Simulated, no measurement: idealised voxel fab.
Module name: voxel lift off (process module)
Cross-section cut: width 205 nm, square cells of 5 nm.
For the purposes of this document, a cross-section shall be understood as a grid of square cells, specified as bands listed in top-to-bottom order, each band consisting of one or more rows of cells.
In this notation a band is specified by the heights of its top and bottom, in that order and in nm, after which its materials appear from left to right, each paired with its width in nm. The word "throughout" attached to a single material means that material fills the band from edge to edge; the word "empty" stands for empty space.
Height is counted from the level 0, under which the received wafer is composed throughout of one material. The lowest of the bands is not closed at the bottom but continues downward, in the notation "from 0 down".
A two-number width, for instance "30 to 40", indicates that the width is equal to the first number in the top row of the band and to the second number in the bottom row, and that it changes by a constant amount per row of cells.
Given "nothing altered" for a step, no cell of the cross-section differs between before and after that step.
The label "Unvented voids" introduces a list of the empty spaces, 8 cells or larger, that have no open way up to the top; each entry in it reads width x height at distance, where the distance is taken from the left edge and all three are stated in nm.
It should be noted that, on the line of a given step, the content following the step's settings is a remark produced by the simulator itself with respect to that step.
When a step includes a mask, the "overlay nm" setting on its line states how far to the right of its planned place that mask lay, and negative values state how far to the left.
So here's the lineup of process steps we planned:
- 1: RECEIVE (material Si)
- 2: CONFORMAL_DEP (material SiN; thk nm 15)
- 3: PATTERN (tone open; mask id LINES; material resist; width nm 15; pitch nm 40; thk nm 25; overlay nm 0)
- 4: DIRECTIONAL_DEP (material Ru; thk nm 15)
- 5: STRIP (etch materials resist)
- 6: CONFORMAL_DEP (material SiN; thk nm 10)
first wafer, as planned:
As-received wafer cross-section (after step 1):
from 0 down  Si throughout
Unvented voids: none
Cross-section of the wafer after step 2:
from 15 to 0  SiN throughout
At heights below 0, the structure remains unaltered.
Cross-section of the wafer after step 3:
from 40 to 15  resist 55, then empty 15, then resist 25, then empty 15, then resist 25, then empty 15, then resist 55
At heights below 15, the structure remains unaltered.
Cross-section of the wafer after step 4:
from 55 to 40  Ru 55, then empty 15, then Ru 25, then empty 15, then Ru 25, then empty 15, then Ru 55
from 40 to 30  resist 55, then empty 15, then resist 25, then empty 15, then resist 25, then empty 15, then resist 55
from 30 to 15  resist 55, then Ru 15, then resist 25, then Ru 15, then resist 25, then Ru 15, then resist 55
At heights below 15, the structure remains unaltered.
Cross-section of the wafer after step 5:
from 30 to 15  empty 55, then Ru 15, then empty 25, then Ru 15, then empty 25, then Ru 15, then empty 55
At heights below 15, the structure remains unaltered.
Cross-section of the wafer after step 6:
from 40 to 30  empty 45, then SiN 35, then empty 5, then SiN 35, then empty 5, then SiN 35, then empty 45
from 30 to 25  empty 45, then SiN 10, then Ru 15, then SiN 10, then empty 5, then SiN 10, then Ru 15, then SiN 10, then empty 5, then SiN 10, then Ru 15, then SiN 10, then empty 45
from 25 to 15  SiN 55, then Ru 15, then SiN 25, then Ru 15, then SiN 25, then Ru 15, then SiN 55
At heights below 15, the structure remains unaltered.
Second of two: same start, same plan, one run error; steps up to and including 2 match the first:
At the planned end of step 3, the second wafer in cross-section:
from 40 to 15  resist 55, then empty 20, then resist 20, then empty 20, then resist 20, then empty 20, then resist 50
At heights below 15, the structure remains unaltered.
At the planned end of step 4, the second wafer in cross-section:
from 55 to 40  Ru 55, then empty 20, then Ru 20, then empty 20, then Ru 20, then empty 20, then Ru 50
from 40 to 30  resist 55, then empty 20, then resist 20, then empty 20, then resist 20, then empty 20, then resist 50
from 30 to 15  resist 55, then Ru 20, then resist 20, then Ru 20, then resist 20, then Ru 20, then resist 50
At heights below 15, the structure remains unaltered.
At the planned end of step 5, the second wafer in cross-section:
from 30 to 15  empty 55, then Ru 20, then empty 20, then Ru 20, then empty 20, then Ru 20, then empty 50
At heights below 15, the structure remains unaltered.
At the planned end of step 6, the second wafer in cross-section:
from 40 to 30  empty 45, then SiN 120, then empty 40
from 30 to 25  empty 45, then SiN 10, then Ru 20, then SiN 20, then Ru 20, then SiN 20, then Ru 20, then SiN 10, then empty 40
from 25 to 15  SiN 55, then Ru 20, then SiN 20, then Ru 20, then SiN 20, then Ru 20, then SiN 50
At heights below 15, the structure remains unaltered.
Error vs. plan: step 3 was processed under conditions differing from the plan, specifically as PATTERN (tone open; mask id LINES; material resist; width nm 20; pitch nm 40; thk nm 25; overlay nm 0)
at the end the second wafer has, in cells: 9 more of Ru
